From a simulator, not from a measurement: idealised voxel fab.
You're looking at the process module voxel transistor to metal.
We display cut, a cross-section 200 nm in width whose square cells are each 5 nm.
A cross-section is a grid of square cells, given in bands from the top down. A band is one or more rows of cells.
Look at the band entry: it leads with the top's height and the bottom's height in nm. Then it lists the materials left to right, with a width in nm for each. The word "all across" on a single material says that material fills the band edge to edge. The word "air" is empty space.
The reference from which all heights are counted is 0, the level beneath which the as-received wafer is entirely one material; the lowest band, having no lower bound, proceeds downward and is written after the example "0 nm and below".
A width such as "30 to 40" changes by the same amount from each row of cells to the next, from the band's top row to its bottom row.
"no alterations made" after a step means that no cell of the cross-section changed.
If an empty space has no open way to the top and is at least 8 cells in size, "Unvented cavities" lists it, written width x height at distance, where distance is measured from the left edge and every value is in nm.
Past the settings on a step's line: simulator remark, on that step.
For masked steps, "overlay nm" on the step line gives how far right of plan the mask actually lay; a minus sign means it lay to the left.
The steps planned for the process are as follows
1. RECEIVE | material Si
2. CONFORMAL_DEP | material SiO2 | thk nm 5
3. CONFORMAL_DEP | material SiN | thk nm 15
4. MASKED_ETCH | tone cover | mask id ACTIVE | width nm 85 | etch materials SiN | depth nm 15 | overlay nm 0
5. MASKED_ETCH | tone cover | mask id ACTIVE | width nm 85 | etch materials SiO2 | depth nm 5 | overlay nm 0
6. MASKED_ETCH | tone cover | mask id ACTIVE | width nm 85 | etch materials Si | depth nm 25 | overlay nm 0
7. OXIDIZE | depth nm 5
8. FILL_DEP | material SiO2 | thk nm 15
9. CMP | height nm 20
10. SELECTIVE_ETCH | etch materials SiO2 | depth nm 10
11. STRIP | etch materials SiN
12. SELECTIVE_ETCH | etch materials SiO2 | depth nm 5
13. OXIDIZE | depth nm 5
14. DIRECTIONAL_DEP | material polySi | thk nm 30
15. DIRECTIONAL_DEP | material SiCN | thk nm 15
16. DIRECTIONAL_DEP | material aC | thk nm 10
17. PATTERN | tone cover | mask id GATE | material resist | width nm 15 | thk nm 25 | overlay nm 0
18. DIRECTIONAL_ETCH | etch materials aC | depth nm 10
19. STRIP | etch materials resist
20. DIRECTIONAL_ETCH | etch materials SiCN | depth nm 25
21. DIRECTIONAL_ETCH | etch materials polySi | depth nm 40
22. STRIP | etch materials aC
23. CONFORMAL_DEP | material SiO2 | thk nm 5
24. DIRECTIONAL_ETCH | etch materials SiO2 | depth nm 5
25. CONFORMAL_DEP | material SiN | thk nm 10
26. DIRECTIONAL_ETCH | etch materials SiN | depth nm 10
27. DIRECTIONAL_ETCH | etch materials SiO2 | depth nm 5
28. DIRECTIONAL_ETCH | etch materials Si | depth nm 15
29. EPI | material nSi | thk nm 15
30. FILL_DEP | material SiO2 | thk nm 5
31. CMP | height nm 45
32. DIRECTIONAL_DEP | material SiO2 | thk nm 10
33. DIRECTIONAL_DEP | material aC | thk nm 10
34. PATTERN | tone open | mask id CONTACT | material resist | width nm 15 | pitch nm 60 | thk nm 30 | overlay nm 0
35. DIRECTIONAL_ETCH | etch materials aC | depth nm 10
36. STRIP | etch materials resist
37. DIRECTIONAL_ETCH | etch materials SiO2 | depth nm 45
38. STRIP | etch materials aC
39. CONFORMAL_DEP | material TiN | thk nm 5
40. FILL_DEP | material W | thk nm 10
41. CMP | height nm 55
42. CONFORMAL_DEP | material SiCN | thk nm 5
43. DIRECTIONAL_DEP | material SiO2 | thk nm 15
44. PATTERN | tone open | mask id METAL_1 | material resist | width nm 15 | pitch nm 60 | thk nm 15 | overlay nm 0
45. DIRECTIONAL_ETCH | etch materials SiO2 | depth nm 15
46. DIRECTIONAL_ETCH | etch materials SiCN | depth nm 5
47. STRIP | etch materials resist
48. CONFORMAL_DEP | material TiN | thk nm 5
49. FILL_DEP | material W | thk nm 10
50. CMP | height nm 75
51. CONFORMAL_DEP | material SiCN | thk nm 5
52. DIRECTIONAL_DEP | material SiO2 | thk nm 25
53. PATTERN | tone open | mask id METAL_2 | material resist | width nm 15 | pitch nm 60 | thk nm 20 | overlay nm 0
54. DIRECTIONAL_ETCH | etch materials SiO2 | depth nm 15
55. STRIP | etch materials resist
56. PATTERN | tone open | mask id METAL_2_HOLES | material resist | width nm 15 | pitch nm 60 | thk nm 20 | overlay nm 0
57. DIRECTIONAL_ETCH | etch materials SiO2 | depth nm 10
58. DIRECTIONAL_ETCH | etch materials SiCN | depth nm 5
59. STRIP | etch materials resist
60. CONFORMAL_DEP | material TiN | thk nm 5
61. FILL_DEP | material Ru | thk nm 5
62. CMP | height nm 105
63. CONFORMAL_DEP | material SiCN | thk nm 5
Wafer at receipt (post step 1), cross-section
	0 nm and below: Si all across
	Unvented cavities: none
Here's the cross-section of the first of our two wafers at the end of the module - it ran as planned
	110 nm to 105 nm: SiCN all across
	105 nm to 80 nm: SiO2 60 nm, then TiN 5 nm, then Ru 5 nm, then TiN 5 nm, then SiO2 45 nm, then TiN 5 nm, then Ru 5 nm, then TiN 5 nm, then SiO2 65 nm
	80 nm to 75 nm: SiCN 60 nm, then TiN 15 nm, then SiCN 45 nm, then TiN 15 nm, then SiCN 65 nm
	75 nm to 60 nm: SiO2 60 nm, then TiN 5 nm, then W 5 nm, then TiN 5 nm, then SiO2 45 nm, then TiN 5 nm, then W 5 nm, then TiN 5 nm, then SiO2 65 nm
	60 nm to 55 nm: SiCN 60 nm, then TiN 15 nm, then SiCN 45 nm, then TiN 15 nm, then SiCN 65 nm
	55 nm to 45 nm: SiO2 60 nm, then TiN 5 nm, then W 5 nm, then TiN 5 nm, then SiO2 45 nm, then TiN 5 nm, then W 5 nm, then TiN 5 nm, then SiO2 65 nm
	45 nm to 30 nm: SiO2 60 nm, then TiN 5 nm, then W 5 nm, then TiN 5 nm, then SiN 10 nm, then SiO2 5 nm, then SiCN 15 nm, then SiO2 5 nm, then SiN 10 nm, then TiN 5 nm, then W 5 nm, then TiN 5 nm, then SiO2 65 nm
	30 nm to 15 nm: SiO2 60 nm, then TiN 5 nm, then W 5 nm, then TiN 5 nm, then SiN 10 nm, then SiO2 5 nm, then polySi 15 nm, then SiO2 5 nm, then SiN 10 nm, then TiN 5 nm, then W 5 nm, then TiN 5 nm, then SiO2 65 nm
	15 nm to 10 nm: SiO2 60 nm, then TiN 15 nm, then SiN 10 nm, then SiO2 5 nm, then polySi 15 nm, then SiO2 5 nm, then SiN 10 nm, then TiN 15 nm, then SiO2 65 nm
	10 nm to 5 nm: SiO2 60 nm, then nSi 15 nm, then SiN 10 nm, then SiO2 5 nm, then polySi 15 nm, then SiO2 5 nm, then SiN 10 nm, then nSi 15 nm, then SiO2 65 nm
	5 nm to 0 nm: SiO2 55 nm, then SiN 10 nm, then nSi 10 nm, then SiN 10 nm, then SiO2 5 nm, then polySi 15 nm, then SiO2 5 nm, then SiN 10 nm, then nSi 10 nm, then SiN 10 nm, then SiO2 60 nm
	0 nm to -5 nm: SiO2 65 nm, then nSi 10 nm, then SiO2 45 nm, then nSi 10 nm, then SiO2 70 nm
	-5 nm to -20 nm: SiO2 60 nm, then Si 5 nm, then nSi 10 nm, then Si 45 nm, then nSi 10 nm, then Si 5 nm, then SiO2 65 nm
	-20 nm to -30 nm: SiO2 60 nm, then Si 75 nm, then SiO2 65 nm
	-30 nm and below: Si all across
	Unvented cavities: none
second wafer at the end: like start, like plan, one mistake
	110 nm to 105 nm: SiCN all across
	105 nm to 80 nm: SiO2 60 nm, then TiN 5 nm, then W 5 nm, then TiN 5 nm, then SiO2 45 nm, then TiN 5 nm, then W 5 nm, then TiN 5 nm, then SiO2 65 nm
	80 nm to 75 nm: SiCN 60 nm, then TiN 15 nm, then SiCN 45 nm, then TiN 15 nm, then SiCN 65 nm
	75 nm to 60 nm: SiO2 60 nm, then TiN 5 nm, then W 5 nm, then TiN 5 nm, then SiO2 45 nm, then TiN 5 nm, then W 5 nm, then TiN 5 nm, then SiO2 65 nm
	60 nm to 55 nm: SiCN 60 nm, then TiN 15 nm, then SiCN 45 nm, then TiN 15 nm, then SiCN 65 nm
	55 nm to 45 nm: SiO2 60 nm, then TiN 5 nm, then W 5 nm, then TiN 5 nm, then SiO2 45 nm, then TiN 5 nm, then W 5 nm, then TiN 5 nm, then SiO2 65 nm
	45 nm to 30 nm: SiO2 60 nm, then TiN 5 nm, then W 5 nm, then TiN 5 nm, then SiN 10 nm, then SiO2 5 nm, then SiCN 15 nm, then SiO2 5 nm, then SiN 10 nm, then TiN 5 nm, then W 5 nm, then TiN 5 nm, then SiO2 65 nm
	30 nm to 15 nm: SiO2 60 nm, then TiN 5 nm, then W 5 nm, then TiN 5 nm, then SiN 10 nm, then SiO2 5 nm, then polySi 15 nm, then SiO2 5 nm, then SiN 10 nm, then TiN 5 nm, then W 5 nm, then TiN 5 nm, then SiO2 65 nm
	15 nm to 10 nm: SiO2 60 nm, then TiN 15 nm, then SiN 10 nm, then SiO2 5 nm, then polySi 15 nm, then SiO2 5 nm, then SiN 10 nm, then TiN 15 nm, then SiO2 65 nm
	10 nm to 5 nm: SiO2 60 nm, then nSi 15 nm, then SiN 10 nm, then SiO2 5 nm, then polySi 15 nm, then SiO2 5 nm, then SiN 10 nm, then nSi 15 nm, then SiO2 65 nm
	5 nm to 0 nm: SiO2 55 nm, then SiN 10 nm, then nSi 10 nm, then SiN 10 nm, then SiO2 5 nm, then polySi 15 nm, then SiO2 5 nm, then SiN 10 nm, then nSi 10 nm, then SiN 10 nm, then SiO2 60 nm
	0 nm to -5 nm: SiO2 65 nm, then nSi 10 nm, then SiO2 45 nm, then nSi 10 nm, then SiO2 70 nm
	-5 nm to -20 nm: SiO2 60 nm, then Si 5 nm, then nSi 10 nm, then Si 45 nm, then nSi 10 nm, then Si 5 nm, then SiO2 65 nm
	-20 nm to -30 nm: SiO2 60 nm, then Si 75 nm, then SiO2 65 nm
	-30 nm and below: Si all across
	Unvented cavities: none
what went wrong: so step 61 ended up running with a different setting than we planned, it ran as FILL_DEP | material W | thk nm 5
The closing comparison, in cells, has the second wafer with more or fewer of some materials than the first: Ru -10; W +10
